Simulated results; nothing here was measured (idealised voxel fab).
Process module, titled voxel quadruple lines
Cross-sectional view cut (width: 225 nm; square cell size: 5 nm).
In what follows, cross-sections appear as grids of square cells, described through bands that run from the top down, where every band is one or more rows of cells. Band: top height; bottom height; in nm. Then, left to right: material with width in nm, for each material. "everywhere": a single material spanning edge to edge. "empty": empty space. Heads up on the height convention: 0 is the point under which the incoming wafer is all one material, and the lowest band has no bottom, it just keeps going down, like "0..down". Read "30 to 40" as a graded width: first number on top, second number at the bottom, same change between each pair of neighbouring rows. "left unchanged" for a step: no cell of the cross-section changed in that step. You'll see "Enclosed empty spaces" listing empty spaces that have no way open to the top, as long as they're 8 cells or more; the notation is width x height at distance, where the distance is from the left edge, and all of it is in nm. Past the settings on a step's line: simulator remark, on that step. For masked steps, "overlay nm" on the step line gives how far right of plan the mask actually lay; a minus sign means it lay to the left.
The steps planned for the process are as follows:
1,RECEIVE with material Si
2,CONFORMAL_DEP with material SiO2, thk nm 5
3,DIRECTIONAL_DEP with material W, thk nm 10
4,DIRECTIONAL_DEP with material polySi, thk nm 15
5,DIRECTIONAL_DEP with material aC, thk nm 20
6,PATTERN with tone cover, mask id MANDREL, material resist, width nm 20, thk nm 30, overlay nm 0
7,DIRECTIONAL_ETCH with etch materials aC, depth nm 20
8,STRIP with etch materials resist
9,CONFORMAL_DEP with material SiO2, thk nm 10
10,DIRECTIONAL_ETCH with etch materials SiO2, depth nm 10
11,STRIP with etch materials aC
12,DIRECTIONAL_ETCH with etch materials polySi, depth nm 15
13,STRIP with etch materials SiO2
14,CONFORMAL_DEP with material SiCN, thk nm 5
15,DIRECTIONAL_ETCH with etch materials SiCN, depth nm 5
16,STRIP with etch materials polySi
17,DIRECTIONAL_ETCH with etch materials W, depth nm 10
18,STRIP with etch materials SiCN
19,FILL_DEP with material SiO2, thk nm 10
20,CMP with height nm 15
Cross-sectional view of the wafer in its as-received condition, corresponding to the state after step 1:
0..down: Si everywhere
Enclosed empty spaces: none
first wafer at the end, as planned:
15..5: SiO2 (85), W (5), SiO2 (10), W (5), SiO2 (10), W (5), SiO2 (10), W (5), SiO2 (90)
5..0: SiO2 everywhere
0..down: Si everywhere
Enclosed empty spaces: none
End of module, second wafer, cross-section. Started like the first, planned like the first, run with one mistake:
15..10: SiO2 everywhere
10..0: SiO2 (85), W (5), SiO2 (10), W (5), SiO2 (10), W (5), SiO2 (10), W (5), SiO2 (90)
0..down: Si everywhere
Enclosed empty spaces: none
Processing error: step 2 in the plan did not get run; it was skipped
Both wafers, final: cells per material equal; arrangement not.
